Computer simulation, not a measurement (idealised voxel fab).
process module | voxel transistor to metal
cross-section cut | 165 nm wide | cells 5 nm
A cross-section is a grid of square cells, given in bands from the top down. A band is one or more rows of cells.
Each band's line starts with the height of the band's top and of its bottom, in nm. Then come its materials from left to right, each with its width in nm. One material with "throughout" fills the band from edge to edge. "air" is empty space.
Height 0 is the level under which the wafer as received is all one material. The lowest band goes on downwards, as in "0 down".
A width such as "30 to 40" changes by the same amount from each row of cells to the next, from the band's top row to its bottom row.
"no change" after a step means that no cell of the cross-section changed.
closed voids: empty space of 8 cells or more with no open way to the top, each as width x height at its distance from the left edge, in nm
after a step's settings: what the simulator itself notes on the step
overlay nm, on a step with a mask: how far to the right of its planned place the mask lay; to the left if negative
plan
1 op RECEIVE | material Si
2 op CONFORMAL_DEP | material SiO2 | thk nm 5
3 op CONFORMAL_DEP | material SiN | thk nm 15
4 op PATTERN | tone cover | mask id ACTIVE | material resist | width nm 95 | thk nm 15 | overlay nm 0
5 op DIRECTIONAL_ETCH | etch materials SiN | depth nm 15
6 op DIRECTIONAL_ETCH | etch materials SiO2 | depth nm 5
7 op DIRECTIONAL_ETCH | etch materials Si | depth nm 35
8 op STRIP | etch materials resist
9 op FILL_DEP | material SiO2 | thk nm 15
10 op CMP | height nm 20
11 op SELECTIVE_ETCH | etch materials SiO2 | depth nm 10
12 op STRIP | etch materials SiN
13 op SELECTIVE_ETCH | etch materials SiO2 | depth nm 5
14 op OXIDIZE | depth nm 5
15 op DIRECTIONAL_DEP | material polySi | thk nm 25
16 op DIRECTIONAL_DEP | material SiCN | thk nm 10
17 op DIRECTIONAL_DEP | material aC | thk nm 15
18 op PATTERN | tone cover | mask id GATE | material resist | width nm 15 | thk nm 30 | overlay nm 0
19 op DIRECTIONAL_ETCH | etch materials aC | depth nm 15
20 op STRIP | etch materials resist
21 op DIRECTIONAL_ETCH | etch materials SiCN | depth nm 20
22 op DIRECTIONAL_ETCH | etch materials polySi | depth nm 35
23 op STRIP | etch materials aC
24 op CONFORMAL_DEP | material SiN | thk nm 10
25 op DIRECTIONAL_ETCH | etch materials SiN | depth nm 10
26 op DIRECTIONAL_ETCH | etch materials SiO2 | depth nm 5
27 op DIRECTIONAL_ETCH | etch materials Si | depth nm 15
28 op EPI | material pSi | thk nm 20
29 op FILL_DEP | material SiO2 | thk nm 5
30 op CMP | height nm 35
31 op DIRECTIONAL_DEP | material SiO2 | thk nm 15
32 op PATTERN | tone open | mask id CONTACT | material resist | width nm 30 | pitch nm 55 | thk nm 15 | overlay nm 0
33 op DIRECTIONAL_ETCH | etch materials SiO2 | depth nm 35
34 op STRIP | etch materials resist
35 op CONFORMAL_DEP | material TiN | thk nm 5
36 op FILL_DEP | material W | thk nm 10
37 op CMP | height nm 50
38 op CONFORMAL_DEP | material SiCN | thk nm 5
39 op DIRECTIONAL_DEP | material SiO2 | thk nm 25
40 op DIRECTIONAL_DEP | material aC | thk nm 10
41 op PATTERN | tone open | mask id METAL_1 | material resist | width nm 20 | pitch nm 65 | thk nm 25 | overlay nm 0
42 op DIRECTIONAL_ETCH | etch materials aC | depth nm 10
43 op STRIP | etch materials resist
44 op DIRECTIONAL_ETCH | etch materials SiO2 | depth nm 25
45 op DIRECTIONAL_ETCH | etch materials SiCN | depth nm 5
46 op STRIP | etch materials aC
47 op CONFORMAL_DEP | material TiN | thk nm 5
48 op FILL_DEP | material Cu | thk nm 5
49 op CMP | height nm 80
50 op CONFORMAL_DEP | material SiCN | thk nm 5
51 op DIRECTIONAL_DEP | material SiO2 | thk nm 30
52 op DIRECTIONAL_DEP | material aC | thk nm 15
53 op PATTERN | tone open | mask id METAL_2 | material resist | width nm 20 | pitch nm 65 | thk nm 35 | overlay nm 0
54 op DIRECTIONAL_ETCH | etch materials aC | depth nm 15
55 op STRIP | etch materials resist
56 op DIRECTIONAL_ETCH | etch materials SiO2 | depth nm 15
57 op STRIP | etch materials aC
58 op MASKED_ETCH | tone open | mask id METAL_2_HOLES | width nm 15 | pitch nm 65 | etch materials SiO2 | depth nm 15 | overlay nm 0
59 op MASKED_ETCH | tone open | mask id METAL_2_HOLES | width nm 15 | pitch nm 65 | etch materials SiCN | depth nm 5 | overlay nm 0
60 op CONFORMAL_DEP | material TiN | thk nm 5
61 op FILL_DEP | material Cu | thk nm 5
62 op CMP | height nm 115
63 op CONFORMAL_DEP | material SiN | thk nm 5
first wafer, as planned
as received, after step 1
  0 down: Si throughout
  closed voids: none
after step 2
  5 to 0: SiO2 throughout
  below 0: unchanged
after step 3
  20 to 5: SiN throughout
  below 5: unchanged
after step 4
  35 to 20: air 35 | resist 95 | air 35
  below 20: unchanged
after step 5
  35 to 20: air 35 | resist 95 | air 35
  20 to 5: air 35 | SiN 95 | air 35
  below 5: unchanged
after step 6
  35 to 20: air 35 | resist 95 | air 35
  20 to 5: air 35 | SiN 95 | air 35
  5 to 0: air 35 | SiO2 95 | air 35
  below 0: unchanged
after step 7
  35 to 20: air 35 | resist 95 | air 35
  20 to 5: air 35 | SiN 95 | air 35
  5 to 0: air 35 | SiO2 95 | air 35
  0 to -35: air 35 | Si 95 | air 35
  below -35: unchanged
after step 8
  20 to 5: air 35 | SiN 95 | air 35
  below 5: unchanged
after step 9
  35 to 20: SiO2 throughout
  20 to 5: SiO2 35 | SiN 95 | SiO2 35
  5 to 0: SiO2 throughout
  0 to -35: SiO2 35 | Si 95 | SiO2 35
  below -35: unchanged
after step 10
  20 to 5: SiO2 35 | SiN 95 | SiO2 35
  below 5: unchanged
after step 11
  20 to 10: air 35 | SiN 95 | air 35
  below 10: unchanged
after step 12
  10 to 5: SiO2 35 | air 95 | SiO2 35
  below 5: unchanged
after step 13
  5 to 0: SiO2 30 | air 105 | SiO2 30
  below 0: unchanged
after step 14
  5 to 0: SiO2 30 | air 105 | SiO2 30
  0 to -5: SiO2 throughout
  below -5: unchanged
after step 15
  30 to 25: polySi 30 | air 105 | polySi 30
  25 to 5: polySi throughout
  5 to 0: SiO2 30 | polySi 105 | SiO2 30
  below 0: unchanged
after step 16
  40 to 35: SiCN 30 | air 105 | SiCN 30
  35 to 30: SiCN throughout
  30 to 25: polySi 30 | SiCN 105 | polySi 30
  below 25: unchanged
after step 17
  55 to 50: aC 30 | air 105 | aC 30
  50 to 40: aC throughout
  40 to 35: SiCN 30 | aC 105 | SiCN 30
  below 35: unchanged
after step 18
  85 to 55: air 75 | resist 15 | air 75
  55 to 50: aC 30 | air 45 | resist 15 | air 45 | aC 30
  below 50: unchanged
after step 19
  70 to 50: air 75 | resist 15 | air 75
  50 to 40: air 75 | aC 15 | air 75
  40 to 35: SiCN 30 | air 45 | aC 15 | air 45 | SiCN 30
  below 35: unchanged
after step 20
  50 to 40: air 75 | aC 15 | air 75
  below 40: unchanged
after step 21
  50 to 35: air 75 | aC 15 | air 75
  35 to 30: air 75 | SiCN 15 | air 75
  30 to 25: polySi 30 | air 45 | SiCN 15 | air 45 | polySi 30
  below 25: unchanged
after step 22
  50 to 35: air 75 | aC 15 | air 75
  35 to 25: air 75 | SiCN 15 | air 75
  25 to 5: air 75 | polySi 15 | air 75
  5 to 0: SiO2 30 | air 45 | polySi 15 | air 45 | SiO2 30
  below 0: unchanged
after step 23
  35 to 25: air 75 | SiCN 15 | air 75
  below 25: unchanged
after step 24
  45 to 35: air 65 | SiN 35 | air 65
  35 to 25: air 65 | SiN 10 | SiCN 15 | SiN 10 | air 65
  25 to 15: air 65 | SiN 10 | polySi 15 | SiN 10 | air 65
  15 to 10: SiN 40 | air 25 | SiN 10 | polySi 15 | SiN 10 | air 25 | SiN 40
  10 to 5: SiN 75 | polySi 15 | SiN 75
  5 to 0: SiO2 30 | SiN 45 | polySi 15 | SiN 45 | SiO2 30
  below 0: unchanged
after step 25
  35 to 25: air 65 | SiN 10 | SiCN 15 | SiN 10 | air 65
  25 to 5: air 65 | SiN 10 | polySi 15 | SiN 10 | air 65
  5 to 0: SiO2 30 | SiN 10 | air 25 | SiN 10 | polySi 15 | SiN 10 | air 25 | SiN 10 | SiO2 30
  below 0: unchanged
after step 26
  35 to 25: air 65 | SiN 10 | SiCN 15 | SiN 10 | air 65
  25 to 5: air 65 | SiN 10 | polySi 15 | SiN 10 | air 65
  5 to 0: air 30 | SiN 10 | air 25 | SiN 10 | polySi 15 | SiN 10 | air 25 | SiN 10 | air 30
  0 to -5: SiO2 40 | air 25 | SiO2 35 | air 25 | SiO2 40
  below -5: unchanged
after step 27
  35 to 25: air 65 | SiN 10 | SiCN 15 | SiN 10 | air 65
  25 to 5: air 65 | SiN 10 | polySi 15 | SiN 10 | air 65
  5 to 0: air 30 | SiN 10 | air 25 | SiN 10 | polySi 15 | SiN 10 | air 25 | SiN 10 | air 30
  0 to -5: SiO2 40 | air 25 | SiO2 35 | air 25 | SiO2 40
  -5 to -20: SiO2 35 | Si 5 | air 25 | Si 35 | air 25 | Si 5 | SiO2 35
  below -20: unchanged
after step 28
  35 to 25: air 65 | SiN 10 | SiCN 15 | SiN 10 | air 65
  25 to 15: air 65 | SiN 10 | polySi 15 | SiN 10 | air 65
  15 to 5: air 30 | pSi 35 | SiN 10 | polySi 15 | SiN 10 | pSi 35 | air 30
  5 to 0: air 30 | SiN 10 | pSi 25 | SiN 10 | polySi 15 | SiN 10 | pSi 25 | SiN 10 | air 30
  0 to -5: SiO2 40 | pSi 25 | SiO2 35 | pSi 25 | SiO2 40
  -5 to -20: SiO2 35 | Si 5 | pSi 25 | Si 35 | pSi 25 | Si 5 | SiO2 35
  below -20: unchanged
after step 29
  40 to 35: SiO2 throughout
  35 to 25: SiO2 65 | SiN 10 | SiCN 15 | SiN 10 | SiO2 65
  25 to 15: SiO2 65 | SiN 10 | polySi 15 | SiN 10 | SiO2 65
  15 to 5: SiO2 30 | pSi 35 | SiN 10 | polySi 15 | SiN 10 | pSi 35 | SiO2 30
  5 to 0: SiO2 30 | SiN 10 | pSi 25 | SiN 10 | polySi 15 | SiN 10 | pSi 25 | SiN 10 | SiO2 30
  below 0: unchanged
after step 30
  35 to 25: SiO2 65 | SiN 10 | SiCN 15 | SiN 10 | SiO2 65
  below 25: unchanged
after step 31
  50 to 35: SiO2 throughout
  below 35: unchanged
after step 32
  65 to 50: resist 40 | air 30 | resist 25 | air 30 | resist 40
  below 50: unchanged
after step 33
  65 to 50: resist 40 | air 30 | resist 25 | air 30 | resist 40
  50 to 35: SiO2 40 | air 30 | SiO2 25 | air 30 | SiO2 40
  35 to 25: SiO2 40 | air 25 | SiN 10 | SiCN 15 | SiN 10 | air 25 | SiO2 40
  25 to 15: SiO2 40 | air 25 | SiN 10 | polySi 15 | SiN 10 | air 25 | SiO2 40
  below 15: unchanged
after step 34
  50 to 35: SiO2 40 | air 30 | SiO2 25 | air 30 | SiO2 40
  below 35: unchanged
after step 35
  55 to 50: TiN 45 | air 20 | TiN 35 | air 20 | TiN 45
  50 to 40: SiO2 40 | TiN 5 | air 20 | TiN 5 | SiO2 25 | TiN 5 | air 20 | TiN 5 | SiO2 40
  40 to 35: SiO2 40 | TiN 5 | air 15 | TiN 10 | SiO2 25 | TiN 10 | air 15 | TiN 5 | SiO2 40
  35 to 25: SiO2 40 | TiN 5 | air 15 | TiN 5 | SiN 10 | SiCN 15 | SiN 10 | TiN 5 | air 15 | TiN 5 | SiO2 40
  25 to 20: SiO2 40 | TiN 5 | air 15 | TiN 5 | SiN 10 | polySi 15 | SiN 10 | TiN 5 | air 15 | TiN 5 | SiO2 40
  20 to 15: SiO2 40 | TiN 25 | SiN 10 | polySi 15 | SiN 10 | TiN 25 | SiO2 40
  below 15: unchanged
after step 36
  65 to 55: W throughout
  55 to 50: TiN 45 | W 20 | TiN 35 | W 20 | TiN 45
  50 to 40: SiO2 40 | TiN 5 | W 20 | TiN 5 | SiO2 25 | TiN 5 | W 20 | TiN 5 | SiO2 40
  40 to 35: SiO2 40 | TiN 5 | W 15 | TiN 10 | SiO2 25 | TiN 10 | W 15 | TiN 5 | SiO2 40
  35 to 25: SiO2 40 | TiN 5 | W 15 | TiN 5 | SiN 10 | SiCN 15 | SiN 10 | TiN 5 | W 15 | TiN 5 | SiO2 40
  25 to 20: SiO2 40 | TiN 5 | W 15 | TiN 5 | SiN 10 | polySi 15 | SiN 10 | TiN 5 | W 15 | TiN 5 | SiO2 40
  below 20: unchanged
after step 37
  50 to 40: SiO2 40 | TiN 5 | W 20 | TiN 5 | SiO2 25 | TiN 5 | W 20 | TiN 5 | SiO2 40
  below 40: unchanged
after step 38
  55 to 50: SiCN throughout
  below 50: unchanged
after step 39
  80 to 55: SiO2 throughout
  below 55: unchanged
after step 40
  90 to 80: aC throughout
  below 80: unchanged
after step 41
  115 to 90: resist 40 | air 20 | resist 45 | air 20 | resist 40
  below 90: unchanged
after step 42
  105 to 90: resist 40 | air 20 | resist 45 | air 20 | resist 40
  90 to 80: aC 40 | air 20 | aC 45 | air 20 | aC 40
  below 80: unchanged
after step 43
  90 to 80: aC 40 | air 20 | aC 45 | air 20 | aC 40
  below 80: unchanged
after step 44
  90 to 80: aC 40 | air 20 | aC 45 | air 20 | aC 40
  80 to 55: SiO2 40 | air 20 | SiO2 45 | air 20 | SiO2 40
  below 55: unchanged
after step 45
  90 to 80: aC 40 | air 20 | aC 45 | air 20 | aC 40
  80 to 55: SiO2 40 | air 20 | SiO2 45 | air 20 | SiO2 40
  55 to 50: SiCN 40 | air 20 | SiCN 45 | air 20 | SiCN 40
  below 50: unchanged
after step 46
  80 to 55: SiO2 40 | air 20 | SiO2 45 | air 20 | SiO2 40
  below 55: unchanged
after step 47
  85 to 80: TiN 45 | air 10 | TiN 55 | air 10 | TiN 45
  80 to 55: SiO2 40 | TiN 5 | air 10 | TiN 5 | SiO2 45 | TiN 5 | air 10 | TiN 5 | SiO2 40
  55 to 50: SiCN 40 | TiN 20 | SiCN 45 | TiN 20 | SiCN 40
  below 50: unchanged
after step 48
  90 to 85: Cu throughout
  85 to 80: TiN 45 | Cu 10 | TiN 55 | Cu 10 | TiN 45
  80 to 55: SiO2 40 | TiN 5 | Cu 10 | TiN 5 | SiO2 45 | TiN 5 | Cu 10 | TiN 5 | SiO2 40
  below 55: unchanged
after step 49
  80 to 55: SiO2 40 | TiN 5 | Cu 10 | TiN 5 | SiO2 45 | TiN 5 | Cu 10 | TiN 5 | SiO2 40
  below 55: unchanged
after step 50
  85 to 80: SiCN throughout
  below 80: unchanged
after step 51
  115 to 85: SiO2 throughout
  below 85: unchanged
after step 52
  130 to 115: aC throughout
  below 115: unchanged
after step 53
  165 to 130: resist 40 | air 20 | resist 45 | air 20 | resist 40
  below 130: unchanged
after step 54
  150 to 130: resist 40 | air 20 | resist 45 | air 20 | resist 40
  130 to 115: aC 40 | air 20 | aC 45 | air 20 | aC 40
  below 115: unchanged
after step 55
  130 to 115: aC 40 | air 20 | aC 45 | air 20 | aC 40
  below 115: unchanged
after step 56
  130 to 115: aC 40 | air 20 | aC 45 | air 20 | aC 40
  115 to 100: SiO2 40 | air 20 | SiO2 45 | air 20 | SiO2 40
  below 100: unchanged
after step 57
  115 to 100: SiO2 40 | air 20 | SiO2 45 | air 20 | SiO2 40
  below 100: unchanged
after step 58
  115 to 100: SiO2 40 | air 20 | SiO2 45 | air 20 | SiO2 40
  100 to 85: SiO2 40 | air 15 | SiO2 50 | air 15 | SiO2 45
  below 85: unchanged
after step 59
  115 to 100: SiO2 40 | air 20 | SiO2 45 | air 20 | SiO2 40
  100 to 85: SiO2 40 | air 15 | SiO2 50 | air 15 | SiO2 45
  85 to 80: SiCN 40 | air 15 | SiCN 50 | air 15 | SiCN 45
  below 80: unchanged
after step 60
  120 to 115: TiN 45 | air 10 | TiN 55 | air 10 | TiN 45
  115 to 105: SiO2 40 | TiN 5 | air 10 | TiN 5 | SiO2 45 | TiN 5 | air 10 | TiN 5 | SiO2 40
  105 to 100: SiO2 40 | TiN 5 | air 5 | TiN 10 | SiO2 45 | TiN 5 | air 5 | TiN 10 | SiO2 40
  100 to 85: SiO2 40 | TiN 5 | air 5 | TiN 5 | SiO2 50 | TiN 5 | air 5 | TiN 5 | SiO2 45
  85 to 80: SiCN 40 | TiN 15 | SiCN 50 | TiN 15 | SiCN 45
  below 80: unchanged
after step 61
  125 to 120: Cu throughout
  120 to 115: TiN 45 | Cu 10 | TiN 55 | Cu 10 | TiN 45
  115 to 105: SiO2 40 | TiN 5 | Cu 10 | TiN 5 | SiO2 45 | TiN 5 | Cu 10 | TiN 5 | SiO2 40
  105 to 100: SiO2 40 | TiN 5 | Cu 5 | TiN 10 | SiO2 45 | TiN 5 | Cu 5 | TiN 10 | SiO2 40
  100 to 85: SiO2 40 | TiN 5 | Cu 5 | TiN 5 | SiO2 50 | TiN 5 | Cu 5 | TiN 5 | SiO2 45
  below 85: unchanged
after step 62
  115 to 105: SiO2 40 | TiN 5 | Cu 10 | TiN 5 | SiO2 45 | TiN 5 | Cu 10 | TiN 5 | SiO2 40
  below 105: unchanged
after step 63
  120 to 115: SiN throughout
  below 115: unchanged
second wafer: like start, like plan, one mistake. Through step 3 it matches the first wafer
when step 4 should have ended
  35 to 20: air 40 | resist 90 | air 35
  below 20: unchanged
when step 5 should have ended
  35 to 20: air 40 | resist 90 | air 35
  20 to 5: air 40 | SiN 90 | air 35
  below 5: unchanged
when step 6 should have ended
  35 to 20: air 40 | resist 90 | air 35
  20 to 5: air 40 | SiN 90 | air 35
  5 to 0: air 40 | SiO2 90 | air 35
  below 0: unchanged
when step 7 should have ended
  35 to 20: air 40 | resist 90 | air 35
  20 to 5: air 40 | SiN 90 | air 35
  5 to 0: air 40 | SiO2 90 | air 35
  0 to -35: air 40 | Si 90 | air 35
  below -35: unchanged
when step 8 should have ended
  20 to 5: air 40 | SiN 90 | air 35
  below 5: unchanged
when step 9 should have ended
  35 to 20: SiO2 throughout
  20 to 5: SiO2 40 | SiN 90 | SiO2 35
  5 to 0: SiO2 throughout
  0 to -35: SiO2 40 | Si 90 | SiO2 35
  below -35: unchanged
when step 10 should have ended
  20 to 5: SiO2 40 | SiN 90 | SiO2 35
  below 5: unchanged
when step 11 should have ended
  20 to 10: air 40 | SiN 90 | air 35
  below 10: unchanged
when step 12 should have ended
  10 to 5: SiO2 40 | air 90 | SiO2 35
  below 5: unchanged
when step 13 should have ended
  5 to 0: SiO2 35 | air 100 | SiO2 30
  below 0: unchanged
when step 14 should have ended
  5 to 0: SiO2 35 | air 100 | SiO2 30
  0 to -5: SiO2 throughout
  below -5: unchanged
when step 15 should have ended
  30 to 25: polySi 35 | air 100 | polySi 30
  25 to 5: polySi throughout
  5 to 0: SiO2 35 | polySi 100 | SiO2 30
  below 0: unchanged
when step 16 should have ended
  40 to 35: SiCN 35 | air 100 | SiCN 30
  35 to 30: SiCN throughout
  30 to 25: polySi 35 | SiCN 100 | polySi 30
  below 25: unchanged
when step 17 should have ended
  55 to 50: aC 35 | air 100 | aC 30
  50 to 40: aC throughout
  40 to 35: SiCN 35 | aC 100 | SiCN 30
  below 35: unchanged
when step 18 should have ended
  85 to 55: air 75 | resist 15 | air 75
  55 to 50: aC 35 | air 40 | resist 15 | air 45 | aC 30
  below 50: unchanged
when step 19 should have ended
  70 to 50: air 75 | resist 15 | air 75
  50 to 40: air 75 | aC 15 | air 75
  40 to 35: SiCN 35 | air 40 | aC 15 | air 45 | SiCN 30
  below 35: unchanged
when step 20 should have ended
  50 to 40: air 75 | aC 15 | air 75
  below 40: unchanged
when step 21 should have ended
  50 to 35: air 75 | aC 15 | air 75
  35 to 30: air 75 | SiCN 15 | air 75
  30 to 25: polySi 35 | air 40 | SiCN 15 | air 45 | polySi 30
  below 25: unchanged
when step 22 should have ended
  50 to 35: air 75 | aC 15 | air 75
  35 to 25: air 75 | SiCN 15 | air 75
  25 to 5: air 75 | polySi 15 | air 75
  5 to 0: SiO2 35 | air 40 | polySi 15 | air 45 | SiO2 30
  below 0: unchanged
when step 23 should have ended
  35 to 25: air 75 | SiCN 15 | air 75
  below 25: unchanged
when step 24 should have ended
  45 to 35: air 65 | SiN 35 | air 65
  35 to 25: air 65 | SiN 10 | SiCN 15 | SiN 10 | air 65
  25 to 15: air 65 | SiN 10 | polySi 15 | SiN 10 | air 65
  15 to 10: SiN 45 | air 20 | SiN 10 | polySi 15 | SiN 10 | air 25 | SiN 40
  10 to 5: SiN 75 | polySi 15 | SiN 75
  5 to 0: SiO2 35 | SiN 40 | polySi 15 | SiN 45 | SiO2 30
  below 0: unchanged
when step 25 should have ended
  35 to 25: air 65 | SiN 10 | SiCN 15 | SiN 10 | air 65
  25 to 5: air 65 | SiN 10 | polySi 15 | SiN 10 | air 65
  5 to 0: SiO2 35 | SiN 10 | air 20 | SiN 10 | polySi 15 | SiN 10 | air 25 | SiN 10 | SiO2 30
  below 0: unchanged
when step 26 should have ended
  35 to 25: air 65 | SiN 10 | SiCN 15 | SiN 10 | air 65
  25 to 5: air 65 | SiN 10 | polySi 15 | SiN 10 | air 65
  5 to 0: air 35 | SiN 10 | air 20 | SiN 10 | polySi 15 | SiN 10 | air 25 | SiN 10 | air 30
  0 to -5: SiO2 45 | air 20 | SiO2 35 | air 25 | SiO2 40
  below -5: unchanged
when step 27 should have ended
  35 to 25: air 65 | SiN 10 | SiCN 15 | SiN 10 | air 65
  25 to 5: air 65 | SiN 10 | polySi 15 | SiN 10 | air 65
  5 to 0: air 35 | SiN 10 | air 20 | SiN 10 | polySi 15 | SiN 10 | air 25 | SiN 10 | air 30
  0 to -5: SiO2 45 | air 20 | SiO2 35 | air 25 | SiO2 40
  -5 to -20: SiO2 40 | Si 5 | air 20 | Si 35 | air 25 | Si 5 | SiO2 35
  below -20: unchanged
when step 28 should have ended
  35 to 25: air 65 | SiN 10 | SiCN 15 | SiN 10 | air 65
  25 to 15: air 65 | SiN 10 | polySi 15 | SiN 10 | air 65
  15 to 5: air 35 | pSi 30 | SiN 10 | polySi 15 | SiN 10 | pSi 35 | air 30
  5 to 0: air 35 | SiN 10 | pSi 20 | SiN 10 | polySi 15 | SiN 10 | pSi 25 | SiN 10 | air 30
  0 to -5: SiO2 45 | pSi 20 | SiO2 35 | pSi 25 | SiO2 40
  -5 to -20: SiO2 40 | Si 5 | pSi 20 | Si 35 | pSi 25 | Si 5 | SiO2 35
  below -20: unchanged
when step 29 should have ended
  40 to 35: SiO2 throughout
  35 to 25: SiO2 65 | SiN 10 | SiCN 15 | SiN 10 | SiO2 65
  25 to 15: SiO2 65 | SiN 10 | polySi 15 | SiN 10 | SiO2 65
  15 to 5: SiO2 35 | pSi 30 | SiN 10 | polySi 15 | SiN 10 | pSi 35 | SiO2 30
  5 to 0: SiO2 35 | SiN 10 | pSi 20 | SiN 10 | polySi 15 | SiN 10 | pSi 25 | SiN 10 | SiO2 30
  below 0: unchanged
when step 30 should have ended
  35 to 25: SiO2 65 | SiN 10 | SiCN 15 | SiN 10 | SiO2 65
  below 25: unchanged
when step 31 should have ended
  50 to 35: SiO2 throughout
  below 35: unchanged
when step 32 should have ended
  65 to 50: resist 40 | air 30 | resist 25 | air 30 | resist 40
  below 50: unchanged
when step 33 should have ended
  65 to 50: resist 40 | air 30 | resist 25 | air 30 | resist 40
  50 to 35: SiO2 40 | air 30 | SiO2 25 | air 30 | SiO2 40
  35 to 25: SiO2 40 | air 25 | SiN 10 | SiCN 15 | SiN 10 | air 25 | SiO2 40
  25 to 15: SiO2 40 | air 25 | SiN 10 | polySi 15 | SiN 10 | air 25 | SiO2 40
  below 15: unchanged
when step 34 should have ended
  50 to 35: SiO2 40 | air 30 | SiO2 25 | air 30 | SiO2 40
  below 35: unchanged
when step 35 should have ended
  55 to 50: TiN 45 | air 20 | TiN 35 | air 20 | TiN 45
  50 to 40: SiO2 40 | TiN 5 | air 20 | TiN 5 | SiO2 25 | TiN 5 | air 20 | TiN 5 | SiO2 40
  40 to 35: SiO2 40 | TiN 5 | air 15 | TiN 10 | SiO2 25 | TiN 10 | air 15 | TiN 5 | SiO2 40
  35 to 25: SiO2 40 | TiN 5 | air 15 | TiN 5 | SiN 10 | SiCN 15 | SiN 10 | TiN 5 | air 15 | TiN 5 | SiO2 40
  25 to 20: SiO2 40 | TiN 5 | air 15 | TiN 5 | SiN 10 | polySi 15 | SiN 10 | TiN 5 | air 15 | TiN 5 | SiO2 40
  20 to 15: SiO2 40 | TiN 25 | SiN 10 | polySi 15 | SiN 10 | TiN 25 | SiO2 40
  below 15: unchanged
when step 36 should have ended
  65 to 55: W throughout
  55 to 50: TiN 45 | W 20 | TiN 35 | W 20 | TiN 45
  50 to 40: SiO2 40 | TiN 5 | W 20 | TiN 5 | SiO2 25 | TiN 5 | W 20 | TiN 5 | SiO2 40
  40 to 35: SiO2 40 | TiN 5 | W 15 | TiN 10 | SiO2 25 | TiN 10 | W 15 | TiN 5 | SiO2 40
  35 to 25: SiO2 40 | TiN 5 | W 15 | TiN 5 | SiN 10 | SiCN 15 | SiN 10 | TiN 5 | W 15 | TiN 5 | SiO2 40
  25 to 20: SiO2 40 | TiN 5 | W 15 | TiN 5 | SiN 10 | polySi 15 | SiN 10 | TiN 5 | W 15 | TiN 5 | SiO2 40
  below 20: unchanged
when step 37 should have ended
  50 to 40: SiO2 40 | TiN 5 | W 20 | TiN 5 | SiO2 25 | TiN 5 | W 20 | TiN 5 | SiO2 40
  below 40: unchanged
when step 38 should have ended
  55 to 50: SiCN throughout
  below 50: unchanged
when step 39 should have ended
  80 to 55: SiO2 throughout
  below 55: unchanged
when step 40 should have ended
  90 to 80: aC throughout
  below 80: unchanged
when step 41 should have ended
  115 to 90: resist 40 | air 20 | resist 45 | air 20 | resist 40
  below 90: unchanged
when step 42 should have ended
  105 to 90: resist 40 | air 20 | resist 45 | air 20 | resist 40
  90 to 80: aC 40 | air 20 | aC 45 | air 20 | aC 40
  below 80: unchanged
when step 43 should have ended
  90 to 80: aC 40 | air 20 | aC 45 | air 20 | aC 40
  below 80: unchanged
when step 44 should have ended
  90 to 80: aC 40 | air 20 | aC 45 | air 20 | aC 40
  80 to 55: SiO2 40 | air 20 | SiO2 45 | air 20 | SiO2 40
  below 55: unchanged
when step 45 should have ended
  90 to 80: aC 40 | air 20 | aC 45 | air 20 | aC 40
  80 to 55: SiO2 40 | air 20 | SiO2 45 | air 20 | SiO2 40
  55 to 50: SiCN 40 | air 20 | SiCN 45 | air 20 | SiCN 40
  below 50: unchanged
when step 46 should have ended
  80 to 55: SiO2 40 | air 20 | SiO2 45 | air 20 | SiO2 40
  below 55: unchanged
when step 47 should have ended
  85 to 80: TiN 45 | air 10 | TiN 55 | air 10 | TiN 45
  80 to 55: SiO2 40 | TiN 5 | air 10 | TiN 5 | SiO2 45 | TiN 5 | air 10 | TiN 5 | SiO2 40
  55 to 50: SiCN 40 | TiN 20 | SiCN 45 | TiN 20 | SiCN 40
  below 50: unchanged
when step 48 should have ended
  90 to 85: Cu throughout
  85 to 80: TiN 45 | Cu 10 | TiN 55 | Cu 10 | TiN 45
  80 to 55: SiO2 40 | TiN 5 | Cu 10 | TiN 5 | SiO2 45 | TiN 5 | Cu 10 | TiN 5 | SiO2 40
  below 55: unchanged
when step 49 should have ended
  80 to 55: SiO2 40 | TiN 5 | Cu 10 | TiN 5 | SiO2 45 | TiN 5 | Cu 10 | TiN 5 | SiO2 40
  below 55: unchanged
when step 50 should have ended
  85 to 80: SiCN throughout
  below 80: unchanged
when step 51 should have ended
  115 to 85: SiO2 throughout
  below 85: unchanged
when step 52 should have ended
  130 to 115: aC throughout
  below 115: unchanged
when step 53 should have ended
  165 to 130: resist 40 | air 20 | resist 45 | air 20 | resist 40
  below 130: unchanged
when step 54 should have ended
  150 to 130: resist 40 | air 20 | resist 45 | air 20 | resist 40
  130 to 115: aC 40 | air 20 | aC 45 | air 20 | aC 40
  below 115: unchanged
when step 55 should have ended
  130 to 115: aC 40 | air 20 | aC 45 | air 20 | aC 40
  below 115: unchanged
when step 56 should have ended
  130 to 115: aC 40 | air 20 | aC 45 | air 20 | aC 40
  115 to 100: SiO2 40 | air 20 | SiO2 45 | air 20 | SiO2 40
  below 100: unchanged
when step 57 should have ended
  115 to 100: SiO2 40 | air 20 | SiO2 45 | air 20 | SiO2 40
  below 100: unchanged
when step 58 should have ended
  115 to 100: SiO2 40 | air 20 | SiO2 45 | air 20 | SiO2 40
  100 to 85: SiO2 40 | air 15 | SiO2 50 | air 15 | SiO2 45
  below 85: unchanged
when step 59 should have ended
  115 to 100: SiO2 40 | air 20 | SiO2 45 | air 20 | SiO2 40
  100 to 85: SiO2 40 | air 15 | SiO2 50 | air 15 | SiO2 45
  85 to 80: SiCN 40 | air 15 | SiCN 50 | air 15 | SiCN 45
  below 80: unchanged
when step 60 should have ended
  120 to 115: TiN 45 | air 10 | TiN 55 | air 10 | TiN 45
  115 to 105: SiO2 40 | TiN 5 | air 10 | TiN 5 | SiO2 45 | TiN 5 | air 10 | TiN 5 | SiO2 40
  105 to 100: SiO2 40 | TiN 5 | air 5 | TiN 10 | SiO2 45 | TiN 5 | air 5 | TiN 10 | SiO2 40
  100 to 85: SiO2 40 | TiN 5 | air 5 | TiN 5 | SiO2 50 | TiN 5 | air 5 | TiN 5 | SiO2 45
  85 to 80: SiCN 40 | TiN 15 | SiCN 50 | TiN 15 | SiCN 45
  below 80: unchanged
when step 61 should have ended
  125 to 120: Cu throughout
  120 to 115: TiN 45 | Cu 10 | TiN 55 | Cu 10 | TiN 45
  115 to 105: SiO2 40 | TiN 5 | Cu 10 | TiN 5 | SiO2 45 | TiN 5 | Cu 10 | TiN 5 | SiO2 40
  105 to 100: SiO2 40 | TiN 5 | Cu 5 | TiN 10 | SiO2 45 | TiN 5 | Cu 5 | TiN 10 | SiO2 40
  100 to 85: SiO2 40 | TiN 5 | Cu 5 | TiN 5 | SiO2 50 | TiN 5 | Cu 5 | TiN 5 | SiO2 45
  below 85: unchanged
when step 62 should have ended
  115 to 105: SiO2 40 | TiN 5 | Cu 10 | TiN 5 | SiO2 45 | TiN 5 | Cu 10 | TiN 5 | SiO2 40
  below 105: unchanged
when step 63 should have ended
  120 to 115: SiN throughout
  below 115: unchanged
what went wrong: step 4 ran as: op PATTERN | tone cover | mask id ACTIVE | material resist | width nm 90 | thk nm 15 | overlay nm 0
at the end the second wafer has, in cells: 3 fewer of Si | 10 more of SiO2 | 7 fewer of pSi
